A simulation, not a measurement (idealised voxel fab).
The following process module bears the name voxel released beams.
This is section cut - it's 250 nm across, gridded in 5 nm square cells.
Heads up, the way a cross-section reads in here is a grid of square cells, handed over as bands from the top down, with every band being one or more rows of cells. Band: top and bottom heights (nm) first, top before bottom; then materials from left to right, widths in nm. "edge to edge" marks a sole material filling the band edge to edge. "air" denotes empty space. Ref level 0: as-received wafer is one material below here. Bottom band extends down with no lower bound ("0..down"). Per-row width for "30..40": begins at first number (top row of band), ends at second number (bottom row), increment between rows held constant. The cross-section has no changed cell in any step marked "no change". Voids not open to the top, 8 cells minimum: see "Enclosed void list". Written width x height at distance; distance is from the left edge; nm. If you see something after the settings on a step's line, that's the simulator's own remark about that step. overlay nm, on a step with a mask: how far to the right of its planned place the mask lay; to the left if negative.
## The following list gives the planned process steps
1,RECEIVE,material Si
2,CONFORMAL_DEP,material SiN,thk nm 5
3,DIRECTIONAL_DEP,material SiO2,thk nm 20
4,PATTERN,tone open,mask id ANCHOR,material resist,width nm 45,thk nm 15,overlay nm 0
5,DIRECTIONAL_ETCH,etch materials SiO2,depth nm 20
6,STRIP,etch materials resist
7,CONFORMAL_DEP,material TiN,thk nm 15
8,MASKED_ETCH,tone cover,mask id BEAM,width nm 120,etch materials TiN,depth nm 15,overlay nm 0
9,STRIP,etch materials SiO2
All wafers enter the flow in the same state. The width nm at step 8 differs from wafer to wafer, and the plan gives the value for the first wafer.
## As-received cross-section, first of several wafers, post step 1
	0..down = Si edge to edge
	Enclosed void list: none
## Per wafer, end of module: cells gained (+) or lost (-) per material since receipt, then closed voids
width nm 120; +50 SiN; +96 TiN; Enclosed void list: none
width nm 125; +50 SiN; +99 TiN; Enclosed void list: none
width nm 130; +50 SiN; +102 TiN; Enclosed void list: none
width nm 135; +50 SiN; +105 TiN; Enclosed void list: none
width nm 140; +50 SiN; +108 TiN; Enclosed void list: none
width nm 145; +50 SiN; +111 TiN; Enclosed void list: none
